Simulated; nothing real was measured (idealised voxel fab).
This section sets out a process module, namely voxel capacitor over wiring.
The width of the displayed cross-section, cut, is 215 nm; its cells are square, with a size of 5 nm.
Just so we're on the same page, the cross-sections are grids of square cells, and they're listed out in bands top to bottom, each band one or more rows deep.
Read a band's entry like this: the first values are the height of its top and the height of its bottom in nm, and what follows is the sequence of materials from left to right, each with its width in nm. Note that "blank" is empty space, and that a single material marked "all across" reaches across the band from edge to edge.
Heights are measured from 0, the level below which the as-received wafer is all one material; the lowest band has no bottom and continues downward, written as in "0..down".
Width "30..40": first value at the band's top row of cells, second value at its bottom row, equal change from row to row.
Key: "nothing altered" - step with no changed cell in the cross-section.
You'll see "closed voids" listing empty spaces that have no way open to the top, as long as they're 8 cells or more; the notation is width x height at distance, where the distance is from the left edge, and all of it is in nm.
On a step's line, text after the settings is the simulator commenting on that step.
A step's line can hold "overlay nm"; with a mask on that step, the setting says how far right of the planned place the mask lay, while a negative setting says it lay to the left.
Pairs from here to the end. Each: cross-section before one process step, cross-section after it, the latter only as far down as the lowest band that changed. Under each: the step between, and its settings. Mind that the pairs may be taken from different runs of this module on the same starting wafer; whether a pair continues from the pair above depends on its entry headed "State before", and it does only where that entry says so.

[State before]
	95..85 = aC all across
	85..75 = TiN all across
	75..70 = HfO2 all across
	70..60 = TiN all across
	60..50 = 55 SiO2, 5 TiN, 5 Ru, 5 TiN, 145 SiO2
	50..45 = 55 SiCN, 15 TiN, 145 SiCN
	45..40 = 45 SiCN, 35 Ru, 60 SiCN, 35 Ru, 40 SiCN
	40..25 = 50 lowk, 5 TiN, 15 W, 5 TiN, 70 lowk, 5 TiN, 15 W, 5 TiN, 45 lowk
	25..20 = 50 lowk, 5 TiN, 10 W, 10 TiN, 70 lowk, 5 TiN, 10 W, 10 TiN, 45 lowk
	20..15 = 50 SiN, 20 TiN, 75 SiN, 20 TiN, 50 SiN
	15..0 = SiO2 all across
	0..down = Si all across
	closed voids: none

[Resulting Structure]
	120..95 = 55 blank, 75 resist, 85 blank
	Heights below 95 show no change.
	closed voids: none
Process step bridging the above cross-sections: PATTERN (tone cover; mask id UPPER_PLATE; material resist; width nm 75; thk nm 25; overlay nm 0)

State before: Please consult the pair immediately above; the cross-section it shows after its step is the state before this step.

[Resulting Structure]
	110..95 = 55 blank, 75 resist, 85 blank
	95..85 = 55 blank, 75 aC, 85 blank
	Heights below 85 show no change.
	closed voids: none
Process step bridging the above cross-sections: DIRECTIONAL_ETCH (etch materials aC; depth nm 10)

State before: Please consult the pair immediately above; the cross-section it shows after its step is the state before this step.

[Resulting Structure]
	95..85 = 55 blank, 75 aC, 85 blank
	Heights below 85 show no change.
	closed voids: none
Process step bridging the above cross-sections: STRIP (etch materials resist)

State before: Please consult the pair immediately above; the cross-section it shows after its step is the state before this step.

[Resulting Structure]
	95..85 = 55 blank, 75 aC, 85 blank
	85..75 = 55 blank, 75 TiN, 85 blank
	Heights below 75 show no change.
	closed voids: none
Process step bridging the above cross-sections: DIRECTIONAL_ETCH (etch materials TiN; depth nm 10)

State before: Please consult the pair immediately above; the cross-section it shows after its step is the state before this step.

[Resulting Structure]
	95..85 = 55 blank, 75 aC, 85 blank
	85..75 = 55 blank, 75 TiN, 85 blank
	75..70 = 55 blank, 75 HfO2, 85 blank
	Heights below 70 show no change.
	closed voids: none
Process step bridging the above cross-sections: DIRECTIONAL_ETCH (etch materials HfO2; depth nm 5)

State before: Please consult the pair immediately above; the cross-section it shows after its step is the state before this step.

[Resulting Structure]
	85..75 = 55 blank, 75 TiN, 85 blank
	Heights below 75 show no change.
	closed voids: none
Process step bridging the above cross-sections: STRIP (etch materials aC)

State before: Please consult the pair immediately above; the cross-section it shows after its step is the state before this step.

[Resulting Structure]
	85..75 = 55 blank, 75 TiN, 85 blank
	75..70 = 55 blank, 75 HfO2, 85 blank
	70..60 = 50 blank, 85 TiN, 80 blank
	Heights below 60 show no change.
	closed voids: none
Process step bridging the above cross-sections: MASKED_ETCH (tone cover; mask id LOWER_PLATE; width nm 85; etch materials TiN; depth nm 10; overlay nm 0)

State before: Please consult the pair immediately above; the cross-section it shows after its step is the state before this step.

[Resulting Structure]
	105..85 = SiO2 all across
	85..75 = 55 SiO2, 75 TiN, 85 SiO2
	75..70 = 55 SiO2, 75 HfO2, 85 SiO2
	70..60 = 50 SiO2, 85 TiN, 80 SiO2
	Heights below 60 show no change.
	closed voids: none
Process step bridging the above cross-sections: FILL_DEP (material SiO2; thk nm 20)

State before: Please consult the pair immediately above; the cross-section it shows after its step is the state before this step.

[Resulting Structure]
	100..85 = SiO2 all across
	Heights below 85 show no change.
	closed voids: none
Process step bridging the above cross-sections: CMP (height nm 100)

State before: Please consult the pair immediately above; the cross-section it shows after its step is the state before this step.

[Resulting Structure]
	120..100 = 65 resist, 15 blank, 135 resist
	Heights below 100 show no change.
	closed voids: none
Process step bridging the above cross-sections: PATTERN (tone open; mask id PLUG_2; material resist; width nm 15; thk nm 20; overlay nm 0)

State before: Please consult the pair immediately above; the cross-section it shows after its step is the state before this step.

[Resulting Structure]
	120..100 = 65 resist, 15 blank, 135 resist
	100..85 = 65 SiO2, 15 blank, 135 SiO2
	Heights below 85 show no change.
	closed voids: none
Process step bridging the above cross-sections: DIRECTIONAL_ETCH (etch materials SiO2; depth nm 15)

State before: Please consult the pair immediately above; the cross-section it shows after its step is the state before this step.

[Resulting Structure]
	100..85 = 65 SiO2, 15 blank, 135 SiO2
	Heights below 85 show no change.
	closed voids: none
Process step bridging the above cross-sections: STRIP (etch materials resist)

State before: Please consult the pair immediately above; the cross-section it shows after its step is the state before this step.

[Resulting Structure]
	105..100 = 70 TiN, 5 blank, 140 TiN
	100..90 = 65 SiO2, 5 TiN, 5 blank, 5 TiN, 135 SiO2
	90..85 = 65 SiO2, 15 TiN, 135 SiO2
	Heights below 85 show no change.
	closed voids: none
Process step bridging the above cross-sections: CONFORMAL_DEP (material TiN; thk nm 5)

State before: Please consult the pair immediately above; the cross-section it shows after its step is the state before this step.

[Resulting Structure]
	110..105 = Ru all across
	105..100 = 70 TiN, 5 Ru, 140 TiN
	100..90 = 65 SiO2, 5 TiN, 5 Ru, 5 TiN, 135 SiO2
	Heights below 90 show no change.
	closed voids: none
Process step bridging the above cross-sections: FILL_DEP (material Ru; thk nm 5)

State before: Please consult the pair immediately above; the cross-section it shows after its step is the state before this step.

[Resulting Structure]
	100..90 = 65 SiO2, 5 TiN, 5 Ru, 5 TiN, 135 SiO2
	Heights below 90 show no change.
	closed voids: none
Process step bridging the above cross-sections: CMP (height nm 100)

State before: Please consult the pair immediately above; the cross-section it shows after its step is the state before this step.

[Resulting Structure]
	105..100 = SiN all across
	Heights below 100 show no change.
	closed voids: none
Process step bridging the above cross-sections: CONFORMAL_DEP (material SiN; thk nm 5)

[State before]
	65..60 = 60 TiN, 5 blank, 150 TiN
	60..50 = 55 SiO2, 5 TiN, 5 blank, 5 TiN, 145 SiO2
	50..45 = 55 SiCN, 15 TiN, 145 SiCN
	45..40 = 40 SiCN, 35 Ru, 60 SiCN, 35 Ru, 45 SiCN
	40..20 = 45 lowk, 5 TiN, 15 W, 5 TiN, 70 lowk, 5 TiN, 15 W, 5 TiN, 50 lowk
	20..15 = 45 SiN, 25 TiN, 70 SiN, 25 TiN, 50 SiN
	15..0 = SiO2 all across
	0..down = Si all across
	closed voids: none

[Resulting Structure]
	70..65 = SiO2 all across
	65..60 = 60 TiN, 5 SiO2, 150 TiN
	60..50 = 55 SiO2, 5 TiN, 5 SiO2, 5 TiN, 145 SiO2
	Heights below 50 show no change.
	closed voids: none
Process step bridging the above cross-sections: FILL_DEP (material SiO2; thk nm 5)

State before: Please consult the pair immediately above; the cross-section it shows after its step is the state before this step.

[Resulting Structure]
	60..50 = 55 SiO2, 5 TiN, 5 SiO2, 5 TiN, 145 SiO2
	Heights below 50 show no change.
	closed voids: none
Process step bridging the above cross-sections: CMP (height nm 60)

State before: Please consult the pair immediately above; the cross-section it shows after its step is the state before this step.

[Resulting Structure]
	70..60 = TiN all across
	Heights below 60 show no change.
	closed voids: none
Process step bridging the above cross-sections: DIRECTIONAL_DEP (material TiN; thk nm 10)

State before: Please consult the pair immediately above; the cross-section it shows after its step is the state before this step.

[Resulting Structure]
	75..70 = HfO2 all across
	Heights below 70 show no change.
	closed voids: none
Process step bridging the above cross-sections: DIRECTIONAL_DEP (material HfO2; thk nm 5)

State before: Please consult the pair immediately above; the cross-section it shows after its step is the state before this step.

[Resulting Structure]
	85..75 = TiN all across
	Heights below 75 show no change.
	closed voids: none
Process step bridging the above cross-sections: DIRECTIONAL_DEP (material TiN; thk nm 10)

State before: Please consult the pair immediately above; the cross-section it shows after its step is the state before this step.

[Resulting Structure]
	95..85 = aC all across
	Heights below 85 show no change.
	closed voids: none
Process step bridging the above cross-sections: DIRECTIONAL_DEP (material aC; thk nm 10)

State before: Please consult the pair immediately above; the cross-section it shows after its step is the state before this step.

[Resulting Structure]
	120..95 = 55 blank, 75 resist, 85 blank
	Heights below 95 show no change.
	closed voids: none
Process step bridging the above cross-sections: PATTERN (tone cover; mask id UPPER_PLATE; material resist; width nm 75; thk nm 25; overlay nm 0)

State before: Please consult the pair immediately above; the cross-section it shows after its step is the state before this step.

[Resulting Structure]
	110..95 = 55 blank, 75 resist, 85 blank
	95..85 = 55 blank, 75 aC, 85 blank
	Heights below 85 show no change.
	closed voids: none
Process step bridging the above cross-sections: DIRECTIONAL_ETCH (etch materials aC; depth nm 10)

State before: Please consult the pair immediately above; the cross-section it shows after its step is the state before this step.

[Resulting Structure]
	95..85 = 55 blank, 75 aC, 85 blank
	Heights below 85 show no change.
	closed voids: none
Process step bridging the above cross-sections: STRIP (etch materials resist)

State before: Please consult the pair immediately above; the cross-section it shows after its step is the state before this step.

[Resulting Structure]
	95..85 = 55 blank, 75 aC, 85 blank
	85..75 = 55 blank, 75 TiN, 85 blank
	Heights below 75 show no change.
	closed voids: none
Process step bridging the above cross-sections: DIRECTIONAL_ETCH (etch materials TiN; depth nm 10)

State before: Please consult the pair immediately above; the cross-section it shows after its step is the state before this step.

[Resulting Structure]
	95..85 = 55 blank, 75 aC, 85 blank
	85..75 = 55 blank, 75 TiN, 85 blank
	75..70 = 55 blank, 75 HfO2, 85 blank
	Heights below 70 show no change.
	closed voids: none
Process step bridging the above cross-sections: DIRECTIONAL_ETCH (etch materials HfO2; depth nm 5)

State before: Please consult the pair immediately above; the cross-section it shows after its step is the state before this step.

[Resulting Structure]
	85..75 = 55 blank, 75 TiN, 85 blank
	Heights below 75 show no change.
	closed voids: none
Process step bridging the above cross-sections: STRIP (etch materials aC)

State before: Please consult the pair immediately above; the cross-section it shows after its step is the state before this step.

[Resulting Structure]
	85..75 = 55 blank, 75 TiN, 85 blank
	75..70 = 55 blank, 75 HfO2, 85 blank
	70..60 = 50 blank, 85 TiN, 80 blank
	Heights below 60 show no change.
	closed voids: none
Process step bridging the above cross-sections: MASKED_ETCH (tone cover; mask id LOWER_PLATE; width nm 85; etch materials TiN; depth nm 10; overlay nm 0)

State before: Please consult the pair immediately above; the cross-section it shows after its step is the state before this step.

[Resulting Structure]
	105..85 = SiO2 all across
	85..75 = 55 SiO2, 75 TiN, 85 SiO2
	75..70 = 55 SiO2, 75 HfO2, 85 SiO2
	70..60 = 50 SiO2, 85 TiN, 80 SiO2
	Heights below 60 show no change.
	closed voids: none
Process step bridging the above cross-sections: FILL_DEP (material SiO2; thk nm 20)

State before: Please consult the pair immediately above; the cross-section it shows after its step is the state before this step.

[Resulting Structure]
	100..85 = SiO2 all across
	Heights below 85 show no change.
	closed voids: none
Process step bridging the above cross-sections: CMP (height nm 100)

State before: Please consult the pair immediately above; the cross-section it shows after its step is the state before this step.

[Resulting Structure]
	120..100 = 65 resist, 15 blank, 135 resist
	Heights below 100 show no change.
	closed voids: none
Process step bridging the above cross-sections: PATTERN (tone open; mask id PLUG_2; material resist; width nm 15; thk nm 20; overlay nm 0)

State before: Please consult the pair immediately above; the cross-section it shows after its step is the state before this step.

[Resulting Structure]
	120..100 = 65 resist, 15 blank, 135 resist
	100..85 = 65 SiO2, 15 blank, 135 SiO2
	Heights below 85 show no change.
	closed voids: none
Process step bridging the above cross-sections: DIRECTIONAL_ETCH (etch materials SiO2; depth nm 15)

State before: Please consult the pair immediately above; the cross-section it shows after its step is the state before this step.

[Resulting Structure]
	100..85 = 65 SiO2, 15 blank, 135 SiO2
	Heights below 85 show no change.
	closed voids: none
Process step bridging the above cross-sections: STRIP (etch materials resist)

State before: Please consult the pair immediately above; the cross-section it shows after its step is the state before this step.

[Resulting Structure]
	105..100 = 70 TiN, 5 blank, 140 TiN
	100..90 = 65 SiO2, 5 TiN, 5 blank, 5 TiN, 135 SiO2
	90..85 = 65 SiO2, 15 TiN, 135 SiO2
	Heights below 85 show no change.
	closed voids: none
Process step bridging the above cross-sections: CONFORMAL_DEP (material TiN; thk nm 5)

State before: Please consult the pair immediately above; the cross-section it shows after its step is the state before this step.

[Resulting Structure]
	110..105 = Ru all across
	105..100 = 70 TiN, 5 Ru, 140 TiN
	100..90 = 65 SiO2, 5 TiN, 5 Ru, 5 TiN, 135 SiO2
	Heights below 90 show no change.
	closed voids: none
Process step bridging the above cross-sections: FILL_DEP (material Ru; thk nm 5)

State before: Please consult the pair immediately above; the cross-section it shows after its step is the state before this step.

[Resulting Structure]
	100..90 = 65 SiO2, 5 TiN, 5 Ru, 5 TiN, 135 SiO2
	Heights below 90 show no change.
	closed voids: none
Process step bridging the above cross-sections: CMP (height nm 100)

State before: Please consult the pair immediately above; the cross-section it shows after its step is the state before this step.

[Resulting Structure]
	105..100 = SiN all across
	Heights below 100 show no change.
	closed voids: none
Process step bridging the above cross-sections: CONFORMAL_DEP (material SiN; thk nm 5)

[State before]
	40..20 = lowk all across
	20..15 = SiN all across
	15..0 = SiO2 all across
	0..down = Si all across
	closed voids: none

[Resulting Structure]
	40..20 = 45 blank, 25 lowk, 70 blank, 25 lowk, 50 blank
	Heights below 20 show no change.
	closed voids: none
Process step bridging the above cross-sections: MASKED_ETCH (tone cover; mask id METAL_1; width nm 25; pitch nm 95; etch materials lowk; depth nm 20; overlay nm 0)

State before: Please consult the pair immediately above; the cross-section it shows after its step is the state before this step.

[Resulting Structure]
	45..40 = 40 blank, 35 TiN, 60 blank, 35 TiN, 45 blank
	40..25 = 40 blank, 5 TiN, 25 lowk, 5 TiN, 60 blank, 5 TiN, 25 lowk, 5 TiN, 45 blank
	25..20 = 45 TiN, 25 lowk, 70 TiN, 25 lowk, 50 TiN
	Heights below 20 show no change.
	closed voids: none
Process step bridging the above cross-sections: CONFORMAL_DEP (material TiN; thk nm 5)

State before: Please consult the pair immediately above; the cross-section it shows after its step is the state before this step.

[Resulting Structure]
	50..45 = W all across
	45..40 = 40 W, 35 TiN, 60 W, 35 TiN, 45 W
	40..25 = 40 W, 5 TiN, 25 lowk, 5 TiN, 60 W, 5 TiN, 25 lowk, 5 TiN, 45 W
	Heights below 25 show no change.
	closed voids: none
Process step bridging the above cross-sections: FILL_DEP (material W; thk nm 5)

State before: Please consult the pair immediately above; the cross-section it shows after its step is the state before this step.

[Resulting Structure]
	40..25 = 40 W, 5 TiN, 25 lowk, 5 TiN, 60 W, 5 TiN, 25 lowk, 5 TiN, 45 W
	Heights below 25 show no change.
	closed voids: none
Process step bridging the above cross-sections: CMP (height nm 40)

State before: Please consult the pair immediately above; the cross-section it shows after its step is the state before this step.

[Resulting Structure]
	45..40 = 50 Ru, 15 blank, 80 Ru, 15 blank, 55 Ru
	Heights below 40 show no change.
	closed voids: none
Process step bridging the above cross-sections: EPI (material Ru; thk nm 5)

State before: Please consult the pair immediately above; the cross-section it shows after its step is the state before this step.

[Resulting Structure]
	50..45 = SiCN all across
	45..40 = 50 Ru, 15 SiCN, 80 Ru, 15 SiCN, 55 Ru
	Heights below 40 show no change.
	closed voids: none
Process step bridging the above cross-sections: FILL_DEP (material SiCN; thk nm 5)

State before: Please consult the pair immediately above; the cross-section it shows after its step is the state before this step.

[Resulting Structure]
	60..50 = SiO2 all across
	Heights below 50 show no change.
	closed voids: none
Process step bridging the above cross-sections: DIRECTIONAL_DEP (material SiO2; thk nm 10)

State before: Please consult the pair immediately above; the cross-section it shows after its step is the state before this step.

[Resulting Structure]
	75..60 = 55 resist, 15 blank, 145 resist
	Heights below 60 show no change.
	closed voids: none
Process step bridging the above cross-sections: PATTERN (tone open; mask id PLUG_1; material resist; width nm 15; thk nm 15; overlay nm 0)

State before: Please consult the pair immediately above; the cross-section it shows after its step is the state before this step.

[Resulting Structure]
	75..60 = 55 resist, 15 blank, 145 resist
	60..50 = 55 SiO2, 15 blank, 145 SiO2
	Heights below 50 show no change.
	closed voids: none
Process step bridging the above cross-sections: DIRECTIONAL_ETCH (etch materials SiO2; depth nm 10)

State before: Please consult the pair immediately above; the cross-section it shows after its step is the state before this step.

[Resulting Structure]
	75..60 = 55 resist, 15 blank, 145 resist
	60..50 = 55 SiO2, 15 blank, 145 SiO2
	50..45 = 55 SiCN, 15 blank, 145 SiCN
	Heights below 45 show no change.
	closed voids: none
Process step bridging the above cross-sections: DIRECTIONAL_ETCH (etch materials SiCN; depth nm 5)

State before: Please consult the pair immediately above; the cross-section it shows after its step is the state before this step.

[Resulting Structure]
	60..50 = 55 SiO2, 15 blank, 145 SiO2
	Heights below 50 show no change.
	closed voids: none
Process step bridging the above cross-sections: STRIP (etch materials resist)

State before: Please consult the pair immediately above; the cross-section it shows after its step is the state before this step.

[Resulting Structure]
	65..60 = 60 TiN, 5 blank, 150 TiN
	60..50 = 55 SiO2, 5 TiN, 5 blank, 5 TiN, 145 SiO2
	50..45 = 55 SiCN, 15 TiN, 145 SiCN
	Heights below 45 show no change.
	closed voids: none
Process step bridging the above cross-sections: CONFORMAL_DEP (material TiN; thk nm 5)

State before: Please consult the pair immediately above; the cross-section it shows after its step is the state before this step.

[Resulting Structure]
	70..65 = Ru all across
	65..60 = 60 TiN, 5 Ru, 150 TiN
	60..50 = 55 SiO2, 5 TiN, 5 Ru, 5 TiN, 145 SiO2
	Heights below 50 show no change.
	closed voids: none
Process step bridging the above cross-sections: FILL_DEP (material Ru; thk nm 5)

State before: Please consult the pair immediately above; the cross-section it shows after its step is the state before this step.

[Resulting Structure]
	60..50 = 55 SiO2, 5 TiN, 5 Ru, 5 TiN, 145 SiO2
	Heights below 50 show no change.
	closed voids: none
Process step bridging the above cross-sections: CMP (height nm 60)

State before: Please consult the pair immediately above; the cross-section it shows after its step is the state before this step.

[Resulting Structure]
	70..60 = TiN all across
	Heights below 60 show no change.
	closed voids: none
Process step bridging the above cross-sections: DIRECTIONAL_DEP (material TiN; thk nm 10)

State before: Please consult the pair immediately above; the cross-section it shows after its step is the state before this step.

[Resulting Structure]
	75..70 = HfO2 all across
	Heights below 70 show no change.
	closed voids: none
Process step bridging the above cross-sections: DIRECTIONAL_DEP (material HfO2; thk nm 5)

State before: Please consult the pair immediately above; the cross-section it shows after its step is the state before this step.

[Resulting Structure]
	85..75 = TiN all across
	Heights below 75 show no change.
	closed voids: none
Process step bridging the above cross-sections: DIRECTIONAL_DEP (material TiN; thk nm 10)

State before: Please consult the pair immediately above; the cross-section it shows after its step is the state before this step.

[Resulting Structure]
	95..85 = aC all across
	Heights below 85 show no change.
	closed voids: none
Process step bridging the above cross-sections: DIRECTIONAL_DEP (material aC; thk nm 10)

State before: Please consult the pair immediately above; the cross-section it shows after its step is the state before this step.

[Resulting Structure]
	120..95 = 55 blank, 75 resist, 85 blank
	Heights below 95 show no change.
	closed voids: none
Process step bridging the above cross-sections: PATTERN (tone cover; mask id UPPER_PLATE; material resist; width nm 75; thk nm 25; overlay nm 0)

State before: Please consult the pair immediately above; the cross-section it shows after its step is the state before this step.

[Resulting Structure]
	110..95 = 55 blank, 75 resist, 85 blank
	95..85 = 55 blank, 75 aC, 85 blank
	Heights below 85 show no change.
	closed voids: none
Process step bridging the above cross-sections: DIRECTIONAL_ETCH (etch materials aC; depth nm 10)

State before: Please consult the pair immediately above; the cross-section it shows after its step is the state before this step.

[Resulting Structure]
	95..85 = 55 blank, 75 aC, 85 blank
	Heights below 85 show no change.
	closed voids: none
Process step bridging the above cross-sections: STRIP (etch materials resist)

State before: Please consult the pair immediately above; the cross-section it shows after its step is the state before this step.

[Resulting Structure]
	95..85 = 55 blank, 75 aC, 85 blank
	85..75 = 55 blank, 75 TiN, 85 blank
	Heights below 75 show no change.
	closed voids: none
Process step bridging the above cross-sections: DIRECTIONAL_ETCH (etch materials TiN; depth nm 10)

State before: Please consult the pair immediately above; the cross-section it shows after its step is the state before this step.

[Resulting Structure]
	95..85 = 55 blank, 75 aC, 85 blank
	85..75 = 55 blank, 75 TiN, 85 blank
	75..70 = 55 blank, 75 HfO2, 85 blank
	Heights below 70 show no change.
	closed voids: none
Process step bridging the above cross-sections: DIRECTIONAL_ETCH (etch materials HfO2; depth nm 5)

State before: Please consult the pair immediately above; the cross-section it shows after its step is the state before this step.

[Resulting Structure]
	85..75 = 55 blank, 75 TiN, 85 blank
	Heights below 75 show no change.
	closed voids: none
Process step bridging the above cross-sections: STRIP (etch materials aC)

State before: Please consult the pair immediately above; the cross-section it shows after its step is the state before this step.

[Resulting Structure]
	85..75 = 55 blank, 75 TiN, 85 blank
	75..70 = 55 blank, 75 HfO2, 85 blank
	70..60 = 50 blank, 85 TiN, 80 blank
	Heights below 60 show no change.
	closed voids: none
Process step bridging the above cross-sections: MASKED_ETCH (tone cover; mask id LOWER_PLATE; width nm 85; etch materials TiN; depth nm 10; overlay nm 0)

State before: Please consult the pair immediately above; the cross-section it shows after its step is the state before this step.

[Resulting Structure]
	105..85 = SiO2 all across
	85..75 = 55 SiO2, 75 TiN, 85 SiO2
	75..70 = 55 SiO2, 75 HfO2, 85 SiO2
	70..60 = 50 SiO2, 85 TiN, 80 SiO2
	Heights below 60 show no change.
	closed voids: none
Process step bridging the above cross-sections: FILL_DEP (material SiO2; thk nm 20)

State before: Please consult the pair immediately above; the cross-section it shows after its step is the state before this step.

[Resulting Structure]
	100..85 = SiO2 all across
	Heights below 85 show no change.
	closed voids: none
Process step bridging the above cross-sections: CMP (height nm 100)

State before: Please consult the pair immediately above; the cross-section it shows after its step is the state before this step.

[Resulting Structure]
	120..100 = 65 resist, 15 blank, 135 resist
	Heights below 100 show no change.
	closed voids: none
Process step bridging the above cross-sections: PATTERN (tone open; mask id PLUG_2; material resist; width nm 15; thk nm 20; overlay nm 0)

State before: Please consult the pair immediately above; the cross-section it shows after its step is the state before this step.

[Resulting Structure]
	120..100 = 65 resist, 15 blank, 135 resist
	100..85 = 65 SiO2, 15 blank, 135 SiO2
	Heights below 85 show no change.
	closed voids: none
Process step bridging the above cross-sections: DIRECTIONAL_ETCH (etch materials SiO2; depth nm 15)

State before: Please consult the pair immediately above; the cross-section it shows after its step is the state before this step.

[Resulting Structure]
	100..85 = 65 SiO2, 15 blank, 135 SiO2
	Heights below 85 show no change.
	closed voids: none
Process step bridging the above cross-sections: STRIP (etch materials resist)

State before: Please consult the pair immediately above; the cross-section it shows after its step is the state before this step.

[Resulting Structure]
	105..100 = 70 TiN, 5 blank, 140 TiN
	100..90 = 65 SiO2, 5 TiN, 5 blank, 5 TiN, 135 SiO2
	90..85 = 65 SiO2, 15 TiN, 135 SiO2
	Heights below 85 show no change.
	closed voids: none
Process step bridging the above cross-sections: CONFORMAL_DEP (material TiN; thk nm 5)

State before: Please consult the pair immediately above; the cross-section it shows after its step is the state before this step.

[Resulting Structure]
	110..105 = Ru all across
	105..100 = 70 TiN, 5 Ru, 140 TiN
	100..90 = 65 SiO2, 5 TiN, 5 Ru, 5 TiN, 135 SiO2
	Heights below 90 show no change.
	closed voids: none
Process step bridging the above cross-sections: FILL_DEP (material Ru; thk nm 5)

State before: Please consult the pair immediately above; the cross-section it shows after its step is the state before this step.

[Resulting Structure]
	100..90 = 65 SiO2, 5 TiN, 5 Ru, 5 TiN, 135 SiO2
	Heights below 90 show no change.
	closed voids: none
Process step bridging the above cross-sections: CMP (height nm 100)

State before: Please consult the pair immediately above; the cross-section it shows after its step is the state before this step.

[Resulting Structure]
	105..100 = SiN all across
	Heights below 100 show no change.
	closed voids: none
Process step bridging the above cross-sections: CONFORMAL_DEP (material SiN; thk nm 5)
